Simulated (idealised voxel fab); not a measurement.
Name of the process module below: voxel ribs on slabs
Cross-sectional view cut (width: 215 nm; square cell size: 5 nm).
Each cross-section below is a grid of square cells, stated as bands in top-down order, with one or more rows of cells making up each band.
The band entry comprises the height of the band's top followed by the height of its bottom, expressed in nm, and subsequently the band's materials from left to right, each stated together with its width in nm. Where a single material is marked with the word "full width", that material fills the band from edge to edge. The word "empty" represents empty space.
We count height from 0. Below that, the starting wafer is all one material. The lowest band never ends at the bottom but goes on down; see "0 down" for how that is written.
A width given as "30 to 40" starts at the first number in the band's top row and ends at the second number in its bottom row, shifting by an equal amount at every step from row to row.
Where a step carries "nothing was modified", the cross-section came out of it unchanged, cell for cell.
This entry, "Enclosed internal cavities", enumerates those empty regions of no fewer than 8 cells that possess no open connection to the top. Each region is reported in the form width x height at distance, the distance being taken from the left edge, with all three quantities expressed in nm.
Step line, after settings: the simulator's comment on this step.
overlay nm: where the mask lay relative to plan, measured to the right, on steps with a mask; negatives go left.
## Here's what the planned process steps look like
- 1: RECEIVE with material Si
- 2: DIRECTIONAL_DEP with material SiO2, thk nm 30
- 3: DIRECTIONAL_DEP with material polySi, thk nm 25
- 4: DIRECTIONAL_DEP with material aC, thk nm 15
- 5: PATTERN with tone cover, mask id RIB, material resist, width nm 15, thk nm 35, overlay nm 0
- 6: DIRECTIONAL_ETCH with etch materials aC, depth nm 15
- 7: STRIP with etch materials resist
- 8: DIRECTIONAL_ETCH with etch materials polySi, depth nm 20
- 9: STRIP with etch materials aC
- 10: DIRECTIONAL_DEP with material aC, thk nm 10
- 11: PATTERN with tone cover, mask id SLAB, material resist, width nm 55, thk nm 30, overlay nm 0
- 12: DIRECTIONAL_ETCH with etch materials aC, depth nm 10
- 13: STRIP with etch materials resist
- 14: DIRECTIONAL_ETCH with etch materials polySi, depth nm 5
- 15: STRIP with etch materials aC
- 16: FILL_DEP with material SiO2, thk nm 25
- 17: CMP with height nm 70
- 18: DIRECTIONAL_DEP with material W, thk nm 5
- 19: MASKED_ETCH with tone cover, mask id HEATER, width nm 25, etch materials W, depth nm 5, overlay nm 0
- 20: CONFORMAL_DEP with material SiN, thk nm 5
## The following pertains to the first of two wafers, which was processed as planned
## Received-state cross-section, reflecting completion of step 1
> 0 down: Si full width
> Enclosed internal cavities: none
## The wafer, seen in cross-section, after step 2
> 30 to 0: SiO2 full width
> For the remainder of the cross-section, below 0, there is no change.
## The wafer, seen in cross-section, after step 3
> 55 to 30: polySi full width
> For the remainder of the cross-section, below 30, there is no change.
## The wafer, seen in cross-section, after step 4
> 70 to 55: aC full width
> For the remainder of the cross-section, below 55, there is no change.
## The wafer, seen in cross-section, after step 5
> 105 to 70: 100 of empty / 15 of resist / 100 of empty
> For the remainder of the cross-section, below 70, there is no change.
## The wafer, seen in cross-section, after step 6
> 90 to 70: 100 of empty / 15 of resist / 100 of empty
> 70 to 55: 100 of empty / 15 of aC / 100 of empty
> For the remainder of the cross-section, below 55, there is no change.
## The wafer, seen in cross-section, after step 7
> 70 to 55: 100 of empty / 15 of aC / 100 of empty
> For the remainder of the cross-section, below 55, there is no change.
## The wafer, seen in cross-section, after step 8
> 70 to 55: 100 of empty / 15 of aC / 100 of empty
> 55 to 35: 100 of empty / 15 of polySi / 100 of empty
> For the remainder of the cross-section, below 35, there is no change.
## The wafer, seen in cross-section, after step 9
> 55 to 35: 100 of empty / 15 of polySi / 100 of empty
> For the remainder of the cross-section, below 35, there is no change.
## The wafer, seen in cross-section, after step 10
> 65 to 55: 100 of empty / 15 of aC / 100 of empty
> 55 to 45: 100 of empty / 15 of polySi / 100 of empty
> 45 to 35: 100 of aC / 15 of polySi / 100 of aC
> For the remainder of the cross-section, below 35, there is no change.
## The wafer, seen in cross-section, after step 11
> 95 to 65: 80 of empty / 55 of resist / 80 of empty
> 65 to 55: 80 of empty / 20 of resist / 15 of aC / 20 of resist / 80 of empty
> 55 to 45: 80 of empty / 20 of resist / 15 of polySi / 20 of resist / 80 of empty
> For the remainder of the cross-section, below 45, there is no change.
## The wafer, seen in cross-section, after step 12
> 85 to 65: 80 of empty / 55 of resist / 80 of empty
> 65 to 55: 80 of empty / 20 of resist / 15 of aC / 20 of resist / 80 of empty
> 55 to 45: 80 of empty / 20 of resist / 15 of polySi / 20 of resist / 80 of empty
> 45 to 35: 80 of empty / 20 of aC / 15 of polySi / 20 of aC / 80 of empty
> For the remainder of the cross-section, below 35, there is no change.
## The wafer, seen in cross-section, after step 13
> 65 to 55: 100 of empty / 15 of aC / 100 of empty
> 55 to 45: 100 of empty / 15 of polySi / 100 of empty
> For the remainder of the cross-section, below 45, there is no change.
## The wafer, seen in cross-section, after step 14
> 65 to 55: 100 of empty / 15 of aC / 100 of empty
> 55 to 45: 100 of empty / 15 of polySi / 100 of empty
> 45 to 35: 80 of empty / 20 of aC / 15 of polySi / 20 of aC / 80 of empty
> 35 to 30: 80 of empty / 55 of polySi / 80 of empty
> For the remainder of the cross-section, below 30, there is no change.
## The wafer, seen in cross-section, after step 15
> 55 to 35: 100 of empty / 15 of polySi / 100 of empty
> For the remainder of the cross-section, below 35, there is no change.
## The wafer, seen in cross-section, after step 16
> 80 to 55: SiO2 full width
> 55 to 35: 100 of SiO2 / 15 of polySi / 100 of SiO2
> 35 to 30: 80 of SiO2 / 55 of polySi / 80 of SiO2
> For the remainder of the cross-section, below 30, there is no change.
## The wafer, seen in cross-section, after step 17
> 70 to 55: SiO2 full width
> For the remainder of the cross-section, below 55, there is no change.
## The wafer, seen in cross-section, after step 18
> 75 to 70: W full width
> For the remainder of the cross-section, below 70, there is no change.
## The wafer, seen in cross-section, after step 19
> 75 to 70: 95 of empty / 25 of W / 95 of empty
> For the remainder of the cross-section, below 70, there is no change.
## The wafer, seen in cross-section, after step 20
> 80 to 75: 90 of empty / 35 of SiN / 90 of empty
> 75 to 70: 95 of SiN / 25 of W / 95 of SiN
> For the remainder of the cross-section, below 70, there is no change.
## Second wafer, same starting state and plan as the first, one mistake in the run, identical through step 2
## Second wafer, section view, time point: scheduled end of step 3
> 80 to 30: polySi full width
> For the remainder of the cross-section, below 30, there is no change.
## Second wafer, section view, time point: scheduled end of step 4
> 95 to 80: aC full width
> For the remainder of the cross-section, below 80, there is no change.
## Second wafer, section view, time point: scheduled end of step 5
> 130 to 95: 100 of empty / 15 of resist / 100 of empty
> For the remainder of the cross-section, below 95, there is no change.
## Second wafer, section view, time point: scheduled end of step 6
> 115 to 95: 100 of empty / 15 of resist / 100 of empty
> 95 to 80: 100 of empty / 15 of aC / 100 of empty
> For the remainder of the cross-section, below 80, there is no change.
## Second wafer, section view, time point: scheduled end of step 7
> 95 to 80: 100 of empty / 15 of aC / 100 of empty
> For the remainder of the cross-section, below 80, there is no change.
## Second wafer, section view, time point: scheduled end of step 8
> 95 to 80: 100 of empty / 15 of aC / 100 of empty
> 80 to 60: 100 of empty / 15 of polySi / 100 of empty
> For the remainder of the cross-section, below 60, there is no change.
## Second wafer, section view, time point: scheduled end of step 9
> 80 to 60: 100 of empty / 15 of polySi / 100 of empty
> For the remainder of the cross-section, below 60, there is no change.
## Second wafer, section view, time point: scheduled end of step 10
> 90 to 80: 100 of empty / 15 of aC / 100 of empty
> 80 to 70: 100 of empty / 15 of polySi / 100 of empty
> 70 to 60: 100 of aC / 15 of polySi / 100 of aC
> For the remainder of the cross-section, below 60, there is no change.
## Second wafer, section view, time point: scheduled end of step 11
> 120 to 90: 80 of empty / 55 of resist / 80 of empty
> 90 to 80: 80 of empty / 20 of resist / 15 of aC / 20 of resist / 80 of empty
> 80 to 70: 80 of empty / 20 of resist / 15 of polySi / 20 of resist / 80 of empty
> For the remainder of the cross-section, below 70, there is no change.
## Second wafer, section view, time point: scheduled end of step 12
> 110 to 90: 80 of empty / 55 of resist / 80 of empty
> 90 to 80: 80 of empty / 20 of resist / 15 of aC / 20 of resist / 80 of empty
> 80 to 70: 80 of empty / 20 of resist / 15 of polySi / 20 of resist / 80 of empty
> 70 to 60: 80 of empty / 20 of aC / 15 of polySi / 20 of aC / 80 of empty
> For the remainder of the cross-section, below 60, there is no change.
## Second wafer, section view, time point: scheduled end of step 13
> 90 to 80: 100 of empty / 15 of aC / 100 of empty
> 80 to 70: 100 of empty / 15 of polySi / 100 of empty
> For the remainder of the cross-section, below 70, there is no change.
## Second wafer, section view, time point: scheduled end of step 14
> 90 to 80: 100 of empty / 15 of aC / 100 of empty
> 80 to 70: 100 of empty / 15 of polySi / 100 of empty
> 70 to 60: 80 of empty / 20 of aC / 15 of polySi / 20 of aC / 80 of empty
> 60 to 55: 80 of empty / 55 of polySi / 80 of empty
> For the remainder of the cross-section, below 55, there is no change.
## Second wafer, section view, time point: scheduled end of step 15
> 80 to 60: 100 of empty / 15 of polySi / 100 of empty
> For the remainder of the cross-section, below 60, there is no change.
## Second wafer, section view, time point: scheduled end of step 16
> 105 to 80: SiO2 full width
> 80 to 60: 100 of SiO2 / 15 of polySi / 100 of SiO2
> 60 to 55: 80 of SiO2 / 55 of polySi / 80 of SiO2
> For the remainder of the cross-section, below 55, there is no change.
## Second wafer, section view, time point: scheduled end of step 17
> 70 to 60: 100 of SiO2 / 15 of polySi / 100 of SiO2
> For the remainder of the cross-section, below 60, there is no change.
## Second wafer, section view, time point: scheduled end of step 18
> 75 to 70: W full width
> For the remainder of the cross-section, below 70, there is no change.
## Second wafer, section view, time point: scheduled end of step 19
> 75 to 70: 95 of empty / 25 of W / 95 of empty
> For the remainder of the cross-section, below 70, there is no change.
## Second wafer, section view, time point: scheduled end of step 20
> 80 to 75: 90 of empty / 35 of SiN / 90 of empty
> 75 to 70: 95 of SiN / 25 of W / 95 of SiN
> For the remainder of the cross-section, below 70, there is no change.
Nonconformance to the process plan: plan step 3 ran twice
Final tally in cells, some materials are higher or lower on the second wafer than on the first: SiO2 -209, polySi +209
